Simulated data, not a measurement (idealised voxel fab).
The following is a process module called voxel ribs on slabs.
It is cross-section cut that appears here, measuring 280 nm in width, its square cells being 5 nm in size.
A cross-section is a grid of square cells, given in bands from the top down. A band is one or more rows of cells. First you get the band's top height and its bottom height, in nm, and then the materials it's made of, left to right, with each width in nm. If you see a single material with "edge to edge", that one covers the band edge to edge. "air" is empty space. Height datum 0, below which the as-received substrate wafer is one material. Lowest band open at the bottom, running downward: "z 0 and below". When a width is written as two numbers, as in "30->40", the first number is the width in the top row of cells of the band and the second is the width in its bottom row, and the width changes by the same amount from each row to the next. Where a step carries "no modification", the cross-section came out of it unchanged, cell for cell. The label "Enclosed void list" introduces a list of the empty spaces, 8 cells or larger, that have no open way up to the top; each entry in it reads width x height at distance, where the distance is taken from the left edge and all three are stated in nm. Anything after a step's settings on that line? It's the simulator's own note about the step. Each step line may optionally specify "overlay nm", which for a step with a mask gives the rightward distance between the mask's planned place and where it lay, a negative value indicating the leftward direction.

Process steps (planned)
1) RECEIVE [material Si]
2) DIRECTIONAL_DEP [material SiO2] [thk nm 25]
3) DIRECTIONAL_DEP [material polySi] [thk nm 15]
4) DIRECTIONAL_DEP [material aC] [thk nm 10]
5) PATTERN [tone cover] [mask id RIB] [material resist] [width nm 15] [thk nm 30] [overlay nm 0]
6) DIRECTIONAL_ETCH [etch materials aC] [depth nm 10]
7) STRIP [etch materials resist]
8) DIRECTIONAL_ETCH [etch materials polySi] [depth nm 10]
9) STRIP [etch materials aC]
10) DIRECTIONAL_DEP [material aC] [thk nm 15]
11) PATTERN [tone cover] [mask id SLAB] [material resist] [width nm 55] [thk nm 35] [overlay nm 0]
12) DIRECTIONAL_ETCH [etch materials aC] [depth nm 15]
13) STRIP [etch materials resist]
14) DIRECTIONAL_ETCH [etch materials polySi] [depth nm 5]
15) STRIP [etch materials aC]
16) FILL_DEP [material SiO2] [thk nm 20]
17) CMP [height nm 50]
18) DIRECTIONAL_DEP [material TiN] [thk nm 5]
19) DIRECTIONAL_DEP [material aC] [thk nm 15]
20) PATTERN [tone cover] [mask id HEATER] [material resist] [width nm 25] [thk nm 35] [overlay nm 0]
21) DIRECTIONAL_ETCH [etch materials aC] [depth nm 15]
22) STRIP [etch materials resist]
23) DIRECTIONAL_ETCH [etch materials TiN] [depth nm 5]
24) STRIP [etch materials aC]
25) CONFORMAL_DEP [material SiO2] [thk nm 10]

Shown in cross-section is the wafer as received, that is, as it stands after step 1
- z 0 and below: Si edge to edge
- Enclosed void list: none

End-of-module cross-section of the first of two wafers, processed as planned
- z 65 to 60: air=115 / SiO2=45 / air=120
- z 60 to 55: SiO2 edge to edge
- z 55 to 50: SiO2=125 / TiN=25 / SiO2=130
- z 50 to 40: SiO2 edge to edge
- z 40 to 30: SiO2=130 / polySi=15 / SiO2=135
- z 30 to 25: SiO2=110 / polySi=55 / SiO2=115
- z 25 to 0: SiO2 edge to edge
- z 0 and below: Si edge to edge
- Enclosed void list: none

Cross-section at end of module for the second wafer of two, which matched the first in starting point and plan and differed by one mistake in its processing
- z 65 to 55: SiO2 edge to edge
- z 55 to 50: polySi edge to edge
- z 50 to 40: SiO2 edge to edge
- z 40 to 30: SiO2=130 / polySi=15 / SiO2=135
- z 30 to 25: SiO2=110 / polySi=55 / SiO2=115
- z 25 to 0: SiO2 edge to edge
- z 0 and below: Si edge to edge
- Enclosed void list: none
Deviation from plan: not per plan at step 18, really ran DIRECTIONAL_DEP [material polySi] [thk nm 5]
Final wafer comparison in cells, second versus first, more or fewer per material: 4 fewer of SiO2, 5 fewer of TiN, 56 more of polySi
